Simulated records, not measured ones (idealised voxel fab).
Documented hereafter: the process module known as voxel fin reveal.
Each square cell in cross-section cut measures 5 nm, and the section as a whole is 295 nm wide.
Just so we're on the same page, the cross-sections are grids of square cells, and they're listed out in bands top to bottom, each band one or more rows deep.
Top, bottom (nm), then materials left to right with widths (nm); lone material tagged "everywhere" fills the whole band edge to edge; "air" = empty space.
Height 0 is the level under which the wafer as received is all one material. The lowest band goes on downwards, as in "0 and below".
So if you see something like "30->40" for the width, read it as the top row of the band sitting at the first number and the bottom row at the second, with every row in between moving by the same amount as the last.
Reading "nothing was modified" for a step: not a cell of the cross-section changed in it.
"Enclosed voids" enumerates empty spaces isolated from the top, with no open way to it, that contain at least 8 cells, giving each as width x height at distance from the left edge, all three in nm.
If you see something after the settings on a step's line, that's the simulator's own remark about that step.
The line of a step may include "overlay nm". On a step with a mask, this value is how far to the right of its planned place the mask lay. A negative value means the mask lay to the left.

**Here's what the planned process steps look like**
- 1: RECEIVE | material Si
- 2: CONFORMAL_DEP | material SiN | thk nm 5
- 3: PATTERN | tone cover | mask id FINS | material resist | width nm 15 | pitch nm 40 | thk nm 15 | overlay nm 0
- 4: DIRECTIONAL_ETCH | etch materials SiN | depth nm 5
- 5: DIRECTIONAL_ETCH | etch materials Si | depth nm 40
- 6: STRIP | etch materials resist
- 7: FILL_DEP | material SiO2 | thk nm 5
- 8: CMP | height nm 5
- 9: SELECTIVE_ETCH | etch materials SiO2 | depth nm 30
- 10: STRIP | etch materials SiN
- 11: CONFORMAL_DEP | material SiO2 | thk nm 5

**Wafer as received: cross-section following step 1**
* 0 and below: Si everywhere
* Enclosed voids: none

**Cross-section taken at module completion on the first of two wafers; processed per the plan**
* 5 down to 0: air 75 nm, SiO2 25 nm, air 15 nm, SiO2 25 nm, air 15 nm, SiO2 25 nm, air 15 nm, SiO2 25 nm, air 75 nm
* 0 down to -20: air 75 nm, SiO2 5 nm, Si 15 nm, SiO2 5 nm, air 15 nm, SiO2 5 nm, Si 15 nm, SiO2 5 nm, air 15 nm, SiO2 5 nm, Si 15 nm, SiO2 5 nm, air 15 nm, SiO2 5 nm, Si 15 nm, SiO2 5 nm, air 75 nm
* -20 down to -40: SiO2 80 nm, Si 15 nm, SiO2 25 nm, Si 15 nm, SiO2 25 nm, Si 15 nm, SiO2 25 nm, Si 15 nm, SiO2 80 nm
* -40 and below: Si everywhere
* Enclosed voids: none

**second wafer at the end: like start, like plan, one mistake**
* 5 down to 0: air 70 nm, SiO2 25 nm, air 15 nm, SiO2 25 nm, air 15 nm, SiO2 25 nm, air 15 nm, SiO2 25 nm, air 80 nm
* 0 down to -20: air 70 nm, SiO2 5 nm, Si 15 nm, SiO2 5 nm, air 15 nm, SiO2 5 nm, Si 15 nm, SiO2 5 nm, air 15 nm, SiO2 5 nm, Si 15 nm, SiO2 5 nm, air 15 nm, SiO2 5 nm, Si 15 nm, SiO2 5 nm, air 80 nm
* -20 down to -40: SiO2 75 nm, Si 15 nm, SiO2 25 nm, Si 15 nm, SiO2 25 nm, Si 15 nm, SiO2 25 nm, Si 15 nm, SiO2 85 nm
* -40 and below: Si everywhere
* Enclosed voids: none
The plan and the run diverged here: for step 3, the planned setting was not used; the step was instead run as PATTERN | tone cover | mask id FINS | material resist | width nm 15 | pitch nm 40 | thk nm 15 | overlay nm -5
Final wafers compared: equal cell tally per material, rearranged layout.
